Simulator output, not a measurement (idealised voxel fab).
Herein follows the process module entitled voxel capacitor over wiring.
Xsec cut, 300 nm wide, square cell size 5 nm.
Heads up, the way a cross-section reads in here is a grid of square cells, handed over as bands from the top down, with every band being one or more rows of cells.
Band: top and bottom heights (nm) first, top before bottom; then materials from left to right, widths in nm. "full width" marks a sole material filling the band edge to edge. "air" denotes empty space.
Beneath 0, the wafer as received is one material, and that level is where height counting begins. The lowest band goes on downward without a bottom; it is written like "0 -> down".
Top row gets the first number, bottom row gets the second, and each row in between changes by the same step: that is how a band width like "30->40" works.
Step note "no modifications" = no cross-section cell changed.
"Closed void listing" contains a list of empty spaces, each no smaller than 8 cells and without an open way to the top, written in the form width x height at distance with the distance from the left edge and all three in nm.
That trailing text on a step's line, after the settings, is the simulator's own remark on the step.
overlay nm: step with mask; distance mask lay right of planned place; negative value = left of planned place.

[The following list gives the planned process steps]
1. RECEIVE: material Si
2. CONFORMAL_DEP: material SiO2, thk nm 15
3. CONFORMAL_DEP: material SiCN, thk nm 5
4. DIRECTIONAL_DEP: material SiO2, thk nm 20
5. DIRECTIONAL_DEP: material aC, thk nm 15
6. PATTERN: tone open, mask id METAL_1, material resist, width nm 25, pitch nm 80, thk nm 30, overlay nm 0
7. DIRECTIONAL_ETCH: etch materials aC, depth nm 15
8. STRIP: etch materials resist
9. DIRECTIONAL_ETCH: etch materials SiO2, depth nm 20
10. DIRECTIONAL_ETCH: etch materials SiCN, depth nm 5
11. STRIP: etch materials aC
12. CONFORMAL_DEP: material TiN, thk nm 5
13. FILL_DEP: material W, thk nm 5
14. CMP: height nm 40
15. CONFORMAL_DEP: material SiCN, thk nm 5
16. DIRECTIONAL_DEP: material SiO2, thk nm 10
17. PATTERN: tone open, mask id PLUG_1, material resist, width nm 15, thk nm 20, overlay nm 0
18. DIRECTIONAL_ETCH: etch materials SiO2, depth nm 10
19. DIRECTIONAL_ETCH: etch materials SiCN, depth nm 5
20. STRIP: etch materials resist
21. CONFORMAL_DEP: material TiN, thk nm 5
22. FILL_DEP: material Ru, thk nm 10
23. CMP: height nm 55
24. DIRECTIONAL_DEP: material TiN, thk nm 5
25. DIRECTIONAL_DEP: material HfO2, thk nm 5
26. DIRECTIONAL_DEP: material TiN, thk nm 5
27. MASKED_ETCH: tone cover, mask id UPPER_PLATE, width nm 60, etch materials TiN, depth nm 5, overlay nm 0
28. MASKED_ETCH: tone cover, mask id UPPER_PLATE, width nm 60, etch materials HfO2, depth nm 5, overlay nm 0
29. MASKED_ETCH: tone cover, mask id LOWER_PLATE, width nm 70, etch materials TiN, depth nm 5, overlay nm 0
30. FILL_DEP: material SiO2, thk nm 20
31. CMP: height nm 85
32. MASKED_ETCH: tone open, mask id PLUG_2, width nm 15, etch materials SiO2, depth nm 15, overlay nm 0
33. CONFORMAL_DEP: material TiN, thk nm 5
34. FILL_DEP: material Ru, thk nm 5
35. CMP: height nm 85
36. CONFORMAL_DEP: material SiCN, thk nm 5

[Concerning the first of two wafers, which was run in accordance with the plan]

[As received (post step 1): cross-section]
> 0 -> down  Si full width
> Closed void listing: none

[after step 2]
> 15 -> 0  SiO2 full width
> Lower than 0, everything is as it was.

[after step 3]
> 20 -> 15  SiCN full width
> Lower than 15, everything is as it was.

[after step 4]
> 40 -> 20  SiO2 full width
> Lower than 20, everything is as it was.

[after step 5]
> 55 -> 40  aC full width
> Lower than 40, everything is as it was.

[after step 6]
> 85 -> 55  resist 95, air 25, resist 55, air 25, resist 100
> Lower than 55, everything is as it was.

[after step 7]
> 70 -> 55  resist 95, air 25, resist 55, air 25, resist 100
> 55 -> 40  aC 95, air 25, aC 55, air 25, aC 100
> Lower than 40, everything is as it was.

[after step 8]
> 55 -> 40  aC 95, air 25, aC 55, air 25, aC 100
> Lower than 40, everything is as it was.

[after step 9]
> 55 -> 40  aC 95, air 25, aC 55, air 25, aC 100
> 40 -> 20  SiO2 95, air 25, SiO2 55, air 25, SiO2 100
> Lower than 20, everything is as it was.

[after step 10]
> 55 -> 40  aC 95, air 25, aC 55, air 25, aC 100
> 40 -> 20  SiO2 95, air 25, SiO2 55, air 25, SiO2 100
> 20 -> 15  SiCN 95, air 25, SiCN 55, air 25, SiCN 100
> Lower than 15, everything is as it was.

[after step 11]
> 40 -> 20  SiO2 95, air 25, SiO2 55, air 25, SiO2 100
> Lower than 20, everything is as it was.

[after step 12]
> 45 -> 40  TiN 100, air 15, TiN 65, air 15, TiN 105
> 40 -> 20  SiO2 95, TiN 5, air 15, TiN 5, SiO2 55, TiN 5, air 15, TiN 5, SiO2 100
> 20 -> 15  SiCN 95, TiN 25, SiCN 55, TiN 25, SiCN 100
> Lower than 15, everything is as it was.

[after step 13]
> 50 -> 45  W full width
> 45 -> 40  TiN 100, W 15, TiN 65, W 15, TiN 105
> 40 -> 20  SiO2 95, TiN 5, W 15, TiN 5, SiO2 55, TiN 5, W 15, TiN 5, SiO2 100
> Lower than 20, everything is as it was.

[after step 14]
> 40 -> 20  SiO2 95, TiN 5, W 15, TiN 5, SiO2 55, TiN 5, W 15, TiN 5, SiO2 100
> Lower than 20, everything is as it was.

[after step 15]
> 45 -> 40  SiCN full width
> Lower than 40, everything is as it was.

[after step 16]
> 55 -> 45  SiO2 full width
> Lower than 45, everything is as it was.

[after step 17]
> 75 -> 55  resist 105, air 15, resist 180
> Lower than 55, everything is as it was.

[after step 18]
> 75 -> 55  resist 105, air 15, resist 180
> 55 -> 45  SiO2 105, air 15, SiO2 180
> Lower than 45, everything is as it was.

[after step 19]
> 75 -> 55  resist 105, air 15, resist 180
> 55 -> 45  SiO2 105, air 15, SiO2 180
> 45 -> 40  SiCN 105, air 15, SiCN 180
> Lower than 40, everything is as it was.

[after step 20]
> 55 -> 45  SiO2 105, air 15, SiO2 180
> Lower than 45, everything is as it was.

[after step 21]
> 60 -> 55  TiN 110, air 5, TiN 185
> 55 -> 45  SiO2 105, TiN 5, air 5, TiN 5, SiO2 180
> 45 -> 40  SiCN 105, TiN 15, SiCN 180
> Lower than 40, everything is as it was.

[after step 22]
> 70 -> 60  Ru full width
> 60 -> 55  TiN 110, Ru 5, TiN 185
> 55 -> 45  SiO2 105, TiN 5, Ru 5, TiN 5, SiO2 180
> Lower than 45, everything is as it was.

[after step 23]
> 55 -> 45  SiO2 105, TiN 5, Ru 5, TiN 5, SiO2 180
> Lower than 45, everything is as it was.

[after step 24]
> 60 -> 55  TiN full width
> Lower than 55, everything is as it was.

[after step 25]
> 65 -> 60  HfO2 full width
> Lower than 60, everything is as it was.

[after step 26]
> 70 -> 65  TiN full width
> Lower than 65, everything is as it was.

[after step 27]
> 70 -> 65  air 105, TiN 60, air 135
> Lower than 65, everything is as it was.

[after step 28]
> 70 -> 65  air 105, TiN 60, air 135
> 65 -> 60  air 105, HfO2 60, air 135
> Lower than 60, everything is as it was.

[after step 29]
> 70 -> 65  air 105, TiN 60, air 135
> 65 -> 60  air 105, HfO2 60, air 135
> 60 -> 55  air 100, TiN 70, air 130
> Lower than 55, everything is as it was.

[after step 30]
> 90 -> 70  SiO2 full width
> 70 -> 65  SiO2 105, TiN 60, SiO2 135
> 65 -> 60  SiO2 105, HfO2 60, SiO2 135
> 60 -> 55  SiO2 100, TiN 70, SiO2 130
> Lower than 55, everything is as it was.

[after step 31]
> 85 -> 70  SiO2 full width
> Lower than 70, everything is as it was.

[after step 32]
> 85 -> 70  SiO2 115, air 15, SiO2 170
> Lower than 70, everything is as it was.

[after step 33]
> 90 -> 85  TiN 120, air 5, TiN 175
> 85 -> 75  SiO2 115, TiN 5, air 5, TiN 5, SiO2 170
> 75 -> 65  SiO2 115->105, TiN 15->60, SiO2 170->135
> Lower than 65, everything is as it was.

[after step 34]
> 95 -> 90  Ru full width
> 90 -> 85  TiN 120, Ru 5, TiN 175
> 85 -> 75  SiO2 115, TiN 5, Ru 5, TiN 5, SiO2 170
> Lower than 75, everything is as it was.

[after step 35]
> 85 -> 75  SiO2 115, TiN 5, Ru 5, TiN 5, SiO2 170
> Lower than 75, everything is as it was.

[after step 36]
> 90 -> 85  SiCN full width
> Lower than 85, everything is as it was.

[Here the second wafer is described. Its start and its plan were those of the first wafer. Its run contained one mistake. Up to and including step 2, it did exactly what the first wafer did]

Second wafer, sectioned view, at step 3's planned end time: no modifications

[Second wafer, sectioned view, at step 4's planned end time]
> 35 -> 0  SiO2 full width
> Lower than 0, everything is as it was.

[Second wafer, sectioned view, at step 5's planned end time]
> 50 -> 35  aC full width
> Lower than 35, everything is as it was.

[Second wafer, sectioned view, at step 6's planned end time]
> 80 -> 50  resist 95, air 25, resist 55, air 25, resist 100
> Lower than 50, everything is as it was.

[Second wafer, sectioned view, at step 7's planned end time]
> 65 -> 50  resist 95, air 25, resist 55, air 25, resist 100
> 50 -> 35  aC 95, air 25, aC 55, air 25, aC 100
> Lower than 35, everything is as it was.

[Second wafer, sectioned view, at step 8's planned end time]
> 50 -> 35  aC 95, air 25, aC 55, air 25, aC 100
> Lower than 35, everything is as it was.

[Second wafer, sectioned view, at step 9's planned end time]
> 50 -> 35  aC 95, air 25, aC 55, air 25, aC 100
> 35 -> 15  SiO2 95, air 25, SiO2 55, air 25, SiO2 100
> Lower than 15, everything is as it was.

Second wafer, sectioned view, at step 10's planned end time: no modifications

[Second wafer, sectioned view, at step 11's planned end time]
> 35 -> 15  SiO2 95, air 25, SiO2 55, air 25, SiO2 100
> Lower than 15, everything is as it was.

[Second wafer, sectioned view, at step 12's planned end time]
> 40 -> 35  TiN 100, air 15, TiN 65, air 15, TiN 105
> 35 -> 20  SiO2 95, TiN 5, air 15, TiN 5, SiO2 55, TiN 5, air 15, TiN 5, SiO2 100
> 20 -> 15  SiO2 95, TiN 25, SiO2 55, TiN 25, SiO2 100
> Lower than 15, everything is as it was.

[Second wafer, sectioned view, at step 13's planned end time]
> 45 -> 40  W full width
> 40 -> 35  TiN 100, W 15, TiN 65, W 15, TiN 105
> 35 -> 20  SiO2 95, TiN 5, W 15, TiN 5, SiO2 55, TiN 5, W 15, TiN 5, SiO2 100
> Lower than 20, everything is as it was.

[Second wafer, sectioned view, at step 14's planned end time]
> 40 -> 35  TiN 100, W 15, TiN 65, W 15, TiN 105
> Lower than 35, everything is as it was.

[Second wafer, sectioned view, at step 15's planned end time]
> 45 -> 40  SiCN full width
> Lower than 40, everything is as it was.

[Second wafer, sectioned view, at step 16's planned end time]
> 55 -> 45  SiO2 full width
> Lower than 45, everything is as it was.

[Second wafer, sectioned view, at step 17's planned end time]
> 75 -> 55  resist 105, air 15, resist 180
> Lower than 55, everything is as it was.

[Second wafer, sectioned view, at step 18's planned end time]
> 75 -> 55  resist 105, air 15, resist 180
> 55 -> 45  SiO2 105, air 15, SiO2 180
> Lower than 45, everything is as it was.

[Second wafer, sectioned view, at step 19's planned end time]
> 75 -> 55  resist 105, air 15, resist 180
> 55 -> 45  SiO2 105, air 15, SiO2 180
> 45 -> 40  SiCN 105, air 15, SiCN 180
> Lower than 40, everything is as it was.

[Second wafer, sectioned view, at step 20's planned end time]
> 55 -> 45  SiO2 105, air 15, SiO2 180
> Lower than 45, everything is as it was.

[Second wafer, sectioned view, at step 21's planned end time]
> 60 -> 55  TiN 110, air 5, TiN 185
> 55 -> 45  SiO2 105, TiN 5, air 5, TiN 5, SiO2 180
> 45 -> 40  SiCN 105, TiN 15, SiCN 180
> Lower than 40, everything is as it was.

[Second wafer, sectioned view, at step 22's planned end time]
> 70 -> 60  Ru full width
> 60 -> 55  TiN 110, Ru 5, TiN 185
> 55 -> 45  SiO2 105, TiN 5, Ru 5, TiN 5, SiO2 180
> Lower than 45, everything is as it was.

[Second wafer, sectioned view, at step 23's planned end time]
> 55 -> 45  SiO2 105, TiN 5, Ru 5, TiN 5, SiO2 180
> Lower than 45, everything is as it was.

[Second wafer, sectioned view, at step 24's planned end time]
> 60 -> 55  TiN full width
> Lower than 55, everything is as it was.

[Second wafer, sectioned view, at step 25's planned end time]
> 65 -> 60  HfO2 full width
> Lower than 60, everything is as it was.

[Second wafer, sectioned view, at step 26's planned end time]
> 70 -> 65  TiN full width
> Lower than 65, everything is as it was.

[Second wafer, sectioned view, at step 27's planned end time]
> 70 -> 65  air 105, TiN 60, air 135
> Lower than 65, everything is as it was.

[Second wafer, sectioned view, at step 28's planned end time]
> 70 -> 65  air 105, TiN 60, air 135
> 65 -> 60  air 105, HfO2 60, air 135
> Lower than 60, everything is as it was.

[Second wafer, sectioned view, at step 29's planned end time]
> 70 -> 65  air 105, TiN 60, air 135
> 65 -> 60  air 105, HfO2 60, air 135
> 60 -> 55  air 100, TiN 70, air 130
> Lower than 55, everything is as it was.

[Second wafer, sectioned view, at step 30's planned end time]
> 90 -> 70  SiO2 full width
> 70 -> 65  SiO2 105, TiN 60, SiO2 135
> 65 -> 60  SiO2 105, HfO2 60, SiO2 135
> 60 -> 55  SiO2 100, TiN 70, SiO2 130
> Lower than 55, everything is as it was.

[Second wafer, sectioned view, at step 31's planned end time]
> 85 -> 70  SiO2 full width
> Lower than 70, everything is as it was.

[Second wafer, sectioned view, at step 32's planned end time]
> 85 -> 70  SiO2 115, air 15, SiO2 170
> Lower than 70, everything is as it was.

[Second wafer, sectioned view, at step 33's planned end time]
> 90 -> 85  TiN 120, air 5, TiN 175
> 85 -> 75  SiO2 115, TiN 5, air 5, TiN 5, SiO2 170
> 75 -> 65  SiO2 115->105, TiN 15->60, SiO2 170->135
> Lower than 65, everything is as it was.

[Second wafer, sectioned view, at step 34's planned end time]
> 95 -> 90  Ru full width
> 90 -> 85  TiN 120, Ru 5, TiN 175
> 85 -> 75  SiO2 115, TiN 5, Ru 5, TiN 5, SiO2 170
> Lower than 75, everything is as it was.

[Second wafer, sectioned view, at step 35's planned end time]
> 85 -> 75  SiO2 115, TiN 5, Ru 5, TiN 5, SiO2 170
> Lower than 75, everything is as it was.

[Second wafer, sectioned view, at step 36's planned end time]
> 90 -> 85  SiCN full width
> Lower than 85, everything is as it was.
So what did we get wrong on this run? heads up, step 3 of the plan was skipped and never actually ran
Final tally in cells, some materials are higher or lower on the second wafer than on the first: -50 SiCN, +50 TiN
